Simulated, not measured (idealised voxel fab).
Process module heading - voxel transistor to metal
Displayed cross-section: cut, width of 185 nm, square cells sized 5 nm.
For the purposes of this document, a cross-section shall be understood as a grid of square cells, specified as bands listed in top-to-bottom order, each band consisting of one or more rows of cells. Per band: top height and bottom height in nm, followed by the left-to-right materials and their widths in nm; "throughout" marks a single material spanning edge to edge, "air" marks empty space. Where do heights start? At 0: under that level the wafer as delivered is made of one material only. And the lowest band has no floor; it just carries on downward, as in "top 0, no bottom". It should be noted that a width expressed as "30..40" varies in equal increments from row to row of cells within the band, taking the value of the first number at the top row and that of the second number at the bottom row. Basically "remains unaltered" means that step didn't change any cell in the cross-section. Each empty space that has no open way to the top and spans at least 8 cells appears under "Unvented cavities" as width x height at distance, the distance counted from the left edge, all in nm. Note: text after step settings on the step line = simulator remark on that step. What "overlay nm" on a step's line means: if the step has a mask, that mask lay this far to the right of its planned place, or, when the value is negative, to the left.

The steps planned for the process are as follows:
1) RECEIVE | material Si
2) CONFORMAL_DEP | material SiO2 | thk nm 5
3) CONFORMAL_DEP | material SiN | thk nm 10
4) MASKED_ETCH | tone cover | mask id ACTIVE | width nm 100 | etch materials SiN | depth nm 10 | overlay nm 0
5) MASKED_ETCH | tone cover | mask id ACTIVE | width nm 100 | etch materials SiO2 | depth nm 5 | overlay nm 0
6) MASKED_ETCH | tone cover | mask id ACTIVE | width nm 100 | etch materials Si | depth nm 30 | overlay nm 0
7) FILL_DEP | material SiO2 | thk nm 15
8) CMP | height nm 15
9) SELECTIVE_ETCH | etch materials SiO2 | depth nm 5
10) STRIP | etch materials SiN
11) SELECTIVE_ETCH | etch materials SiO2 | depth nm 5
12) OXIDIZE | depth nm 5
13) DIRECTIONAL_DEP | material polySi | thk nm 30
14) DIRECTIONAL_DEP | material SiCN | thk nm 15
15) MASKED_ETCH | tone cover | mask id GATE | width nm 20 | etch materials SiCN | depth nm 25 | overlay nm 0
16) MASKED_ETCH | tone cover | mask id GATE | width nm 20 | etch materials polySi | depth nm 40 | overlay nm 0
17) CONFORMAL_DEP | material SiN | thk nm 10
18) DIRECTIONAL_ETCH | etch materials SiN | depth nm 10
19) DIRECTIONAL_ETCH | etch materials SiO2 | depth nm 5
20) DIRECTIONAL_ETCH | etch materials Si | depth nm 5
21) EPI | material SiGe | thk nm 5
22) FILL_DEP | material SiO2 | thk nm 10
23) CMP | height nm 45
24) DIRECTIONAL_DEP | material SiO2 | thk nm 10
25) MASKED_ETCH | tone open | mask id CONTACT | width nm 20 | pitch nm 70 | etch materials SiO2 | depth nm 60 | overlay nm 0
26) CONFORMAL_DEP | material TiN | thk nm 5
27) FILL_DEP | material Ru | thk nm 10
28) CMP | height nm 55
29) CONFORMAL_DEP | material SiN | thk nm 5
30) DIRECTIONAL_DEP | material SiO2 | thk nm 15
31) PATTERN | tone open | mask id METAL_1 | material resist | width nm 20 | pitch nm 70 | thk nm 15 | overlay nm 0
32) DIRECTIONAL_ETCH | etch materials SiO2 | depth nm 15
33) DIRECTIONAL_ETCH | etch materials SiN | depth nm 5
34) STRIP | etch materials resist
35) CONFORMAL_DEP | material TiN | thk nm 5
36) FILL_DEP | material Cu | thk nm 10
37) CMP | height nm 75
38) CONFORMAL_DEP | material SiCN | thk nm 5
39) DIRECTIONAL_DEP | material lowk | thk nm 30
40) MASKED_ETCH | tone open | mask id METAL_2_HOLES | width nm 15 | pitch nm 70 | etch materials lowk | depth nm 30 | overlay nm 0
41) MASKED_ETCH | tone open | mask id METAL_2 | width nm 20 | pitch nm 70 | etch materials lowk | depth nm 15 | overlay nm 0
42) MASKED_ETCH | tone open | mask id METAL_2 | width nm 20 | pitch nm 70 | etch materials SiCN | depth nm 5 | overlay nm 0
43) CONFORMAL_DEP | material TiN | thk nm 5
44) FILL_DEP | material Cu | thk nm 5
45) CMP | height nm 110
46) CONFORMAL_DEP | material SiN | thk nm 5

As-received state of the wafer in cross-section, equivalent to post-step 1:
    top 0, no bottom: Si throughout
    Unvented cavities: none

As-planned run: cross-section of the first of two wafers at end of module:
    top 115, bottom 110: SiN throughout
    top 110, bottom 100: lowk (45) / TiN (5) / Cu (10) / TiN (5) / lowk (50) / TiN (5) / Cu (10) / TiN (5) / lowk (50)
    top 100, bottom 95: lowk (45) / TiN (5) / Cu (5) / TiN (10) / lowk (50) / TiN (5) / Cu (5) / TiN (10) / lowk (50)
    top 95, bottom 80: lowk (45) / TiN (5) / Cu (5) / TiN (5) / lowk (55) / TiN (5) / Cu (5) / TiN (5) / lowk (55)
    top 80, bottom 75: SiCN (45) / TiN (15) / SiCN (55) / TiN (15) / SiCN (55)
    top 75, bottom 60: SiO2 (45) / TiN (5) / Cu (10) / TiN (5) / SiO2 (50) / TiN (5) / Cu (10) / TiN (5) / SiO2 (50)
    top 60, bottom 55: SiN (45) / TiN (20) / SiN (50) / TiN (20) / SiN (50)
    top 55, bottom 45: SiO2 (45) / TiN (5) / Ru (10) / TiN (5) / SiO2 (50) / TiN (5) / Ru (10) / TiN (5) / SiO2 (50)
    top 45, bottom 30: SiO2 (45) / TiN (5) / Ru (10) / TiN (5) / SiO2 (5) / SiN (10) / SiCN (20) / SiN (10) / SiO2 (5) / TiN (5) / Ru (10) / TiN (5) / SiO2 (50)
    top 30, bottom 5: SiO2 (45) / TiN (5) / Ru (10) / TiN (5) / SiO2 (5) / SiN (10) / polySi (20) / SiN (10) / SiO2 (5) / TiN (5) / Ru (10) / TiN (5) / SiO2 (50)
    top 5, bottom 0: SiO2 (35) / SiN (10) / TiN (10) / Ru (5) / TiN (5) / SiO2 (5) / SiN (10) / polySi (20) / SiN (10) / SiO2 (5) / TiN (5) / Ru (5) / TiN (10) / SiN (10) / SiO2 (40)
    top 0, bottom -5: SiO2 (45) / SiGe (5) / TiN (15) / SiGe (5) / SiO2 (40) / SiGe (5) / TiN (15) / SiGe (5) / SiO2 (50)
    top -5, bottom -10: SiO2 (40) / Si (5) / SiGe (25) / Si (40) / SiGe (25) / Si (5) / SiO2 (45)
    top -10, bottom -30: SiO2 (40) / Si (100) / SiO2 (45)
    top -30, no bottom: Si throughout
    Unvented cavities: none

Cross-section, second wafer: same start as the first, same plan as the first, one mistake in running it; taken at the end of the module:
    top 115, bottom 110: SiN throughout
    top 110, bottom 100: lowk (45) / TiN (5) / Cu (10) / TiN (5) / lowk (50) / TiN (5) / Cu (10) / TiN (5) / lowk (50)
    top 100, bottom 95: lowk (45) / TiN (5) / Cu (5) / TiN (10) / lowk (50) / TiN (5) / Cu (5) / TiN (10) / lowk (50)
    top 95, bottom 80: lowk (45) / TiN (5) / Cu (5) / TiN (5) / lowk (55) / TiN (5) / Cu (5) / TiN (5) / lowk (55)
    top 80, bottom 75: SiCN (45) / TiN (15) / SiCN (55) / TiN (15) / SiCN (55)
    top 75, bottom 60: SiO2 (45) / TiN (5) / Cu (10) / TiN (5) / SiO2 (50) / TiN (5) / Cu (10) / TiN (5) / SiO2 (50)
    top 60, bottom 55: SiN (45) / TiN (20) / SiN (50) / TiN (20) / SiN (50)
    top 55, bottom 45: SiO2 (45) / TiN (5) / Ru (10) / TiN (5) / SiO2 (50) / TiN (5) / Ru (10) / TiN (5) / SiO2 (50)
    top 45, bottom 20: SiO2 (45) / TiN (5) / Ru (10) / TiN (5) / SiO2 (5) / SiN (10) / polySi (20) / SiN (10) / SiO2 (5) / TiN (5) / Ru (10) / TiN (5) / SiO2 (50)
    top 20, bottom 15: SiO2 (45) / TiN (20) / SiO2 (50) / TiN (20) / SiO2 (50)
    top 15, bottom 5: SiO2 (40) / SiN (100) / SiO2 (45)
    top 5, bottom 0: SiO2 throughout
    top 0, bottom -30: SiO2 (40) / Si (100) / SiO2 (45)
    top -30, no bottom: Si throughout
    Unvented cavities: none
Want to know what went wrong? execution of step 8 of the plan did not take place, the step having been omitted
It is noted that, at the conclusion of processing, the second wafer exhibits a higher or lower cell count for certain materials relative to the first: 14 fewer of Ru | 30 more of Si | 12 fewer of SiCN | 14 fewer of SiGe | 20 more of SiN | 10 more of SiO2 | 16 fewer of TiN | 4 fewer of polySi
